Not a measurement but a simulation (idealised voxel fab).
The process module that follows is named voxel capacitor over wiring.
It is cross-section cut that appears here, measuring 300 nm in width, its square cells being 5 nm in size.
This document writes a cross-section as a grid whose cells are square, and gives it as bands, listed from the top down; one or more rows of cells form a band. Read a band's entry like this: the first values are the height of its top and the height of its bottom in nm, and what follows is the sequence of materials from left to right, each with its width in nm. Note that "empty" is empty space, and that a single material marked "everywhere" reaches across the band from edge to edge. Measure heights from 0. That's the level where, below it, the as-received wafer is all one material. The lowest band is bottomless and extends downward; write it as in "0 down". It should be noted that a width expressed as "30 to 40" varies in equal increments from row to row of cells within the band, taking the value of the first number at the top row and that of the second number at the bottom row. A step reported as "no alterations made" is a step in which no cell of the cross-section changed. Heads up: "Voids lacking openings" only lists the empty pockets with no open path to the top that are 8 cells or more, and it writes them as width x height at distance, distance from the left edge, in nm. Formally, on a step line, whatever follows the settings is a remark that the simulator itself makes on the step. Regarding "overlay nm": on a step with a mask, it is the distance the mask lay to the right of its planned place; a negative value places it to the left.

Planned process steps
1: RECEIVE (material Si)
2: CONFORMAL_DEP (material SiO2; thk nm 10)
3: DIRECTIONAL_DEP (material TiN; thk nm 5)
4: DIRECTIONAL_DEP (material W; thk nm 20)
5: DIRECTIONAL_DEP (material aC; thk nm 10)
6: PATTERN (tone cover; mask id METAL_1; material resist; width nm 20; pitch nm 85; thk nm 30; overlay nm 0)
7: DIRECTIONAL_ETCH (etch materials aC; depth nm 10)
8: STRIP (etch materials resist)
9: DIRECTIONAL_ETCH (etch materials W; depth nm 20)
10: DIRECTIONAL_ETCH (etch materials TiN; depth nm 5)
11: STRIP (etch materials aC)
12: CONFORMAL_DEP (material SiN; thk nm 5)
13: FILL_DEP (material lowk; thk nm 10)
14: CMP (height nm 35)
15: CONFORMAL_DEP (material SiCN; thk nm 5)
16: DIRECTIONAL_DEP (material SiO2; thk nm 20)
17: MASKED_ETCH (tone open; mask id PLUG_1; width nm 15; etch materials SiO2; depth nm 20; overlay nm 0)
18: MASKED_ETCH (tone open; mask id PLUG_1; width nm 15; etch materials SiCN; depth nm 5; overlay nm 0)
19: CONFORMAL_DEP (material TiN; thk nm 5)
20: FILL_DEP (material Cu; thk nm 5)
21: CMP (height nm 60)
22: DIRECTIONAL_DEP (material TiN; thk nm 5)
23: DIRECTIONAL_DEP (material Al2O3; thk nm 5)
24: DIRECTIONAL_DEP (material TiN; thk nm 10)
25: DIRECTIONAL_DEP (material aC; thk nm 15)
26: PATTERN (tone cover; mask id UPPER_PLATE; material resist; width nm 70; thk nm 35; overlay nm 0)
27: DIRECTIONAL_ETCH (etch materials aC; depth nm 15)
28: STRIP (etch materials resist)
29: DIRECTIONAL_ETCH (etch materials TiN; depth nm 10)
30: DIRECTIONAL_ETCH (etch materials Al2O3; depth nm 5)
31: STRIP (etch materials aC)
32: DIRECTIONAL_DEP (material aC; thk nm 10)
33: PATTERN (tone cover; mask id LOWER_PLATE; material resist; width nm 80; thk nm 30; overlay nm 0)
34: DIRECTIONAL_ETCH (etch materials aC; depth nm 10)
35: STRIP (etch materials resist)
36: DIRECTIONAL_ETCH (etch materials TiN; depth nm 5)
37: STRIP (etch materials aC)
38: FILL_DEP (material SiO2; thk nm 15)
39: CMP (height nm 90)
40: PATTERN (tone open; mask id PLUG_2; material resist; width nm 15; thk nm 20; overlay nm 0)
41: DIRECTIONAL_ETCH (etch materials SiO2; depth nm 10)
42: STRIP (etch materials resist)
43: CONFORMAL_DEP (material TiN; thk nm 5)
44: FILL_DEP (material Ru; thk nm 5)
45: CMP (height nm 90)
46: CONFORMAL_DEP (material SiN; thk nm 5)

Delivered wafer in cross-section: state after step 1
    0 down = Si everywhere
    Voids lacking openings: none

Wafer at module end, in section. Began as above, planned as above, run with one mistake
    95 to 90 = SiN everywhere
    90 to 85 = SiO2 (110), then TiN (5), then Ru (5), then TiN (5), then SiO2 (175)
    85 to 80 = SiO2 (110), then TiN (15), then SiO2 (175)
    80 to 70 = SiO2 (100), then TiN (70), then SiO2 (130)
    70 to 65 = SiO2 (100), then Al2O3 (70), then SiO2 (130)
    65 to 60 = SiO2 (95), then TiN (80), then SiO2 (125)
    60 to 55 = Cu everywhere
    55 to 50 = TiN (105), then Cu (5), then TiN (190)
    50 to 30 = SiO2 (100), then TiN (5), then Cu (5), then TiN (5), then SiO2 (185)
    30 to 25 = SiCN (100), then TiN (15), then SiCN (185)
    25 to 15 = lowk (90), then SiN (5), then W (20), then SiN (5), then lowk (55), then SiN (5), then W (20), then SiN (5), then lowk (95)
    15 to 10 = SiN (95), then TiN (20), then SiN (65), then TiN (20), then SiN (100)
    10 to 0 = SiO2 everywhere
    0 down = Si everywhere
    Voids lacking openings: none
Plan not followed: step 14: run off-plan, actual operation and settings CMP (height nm 25)
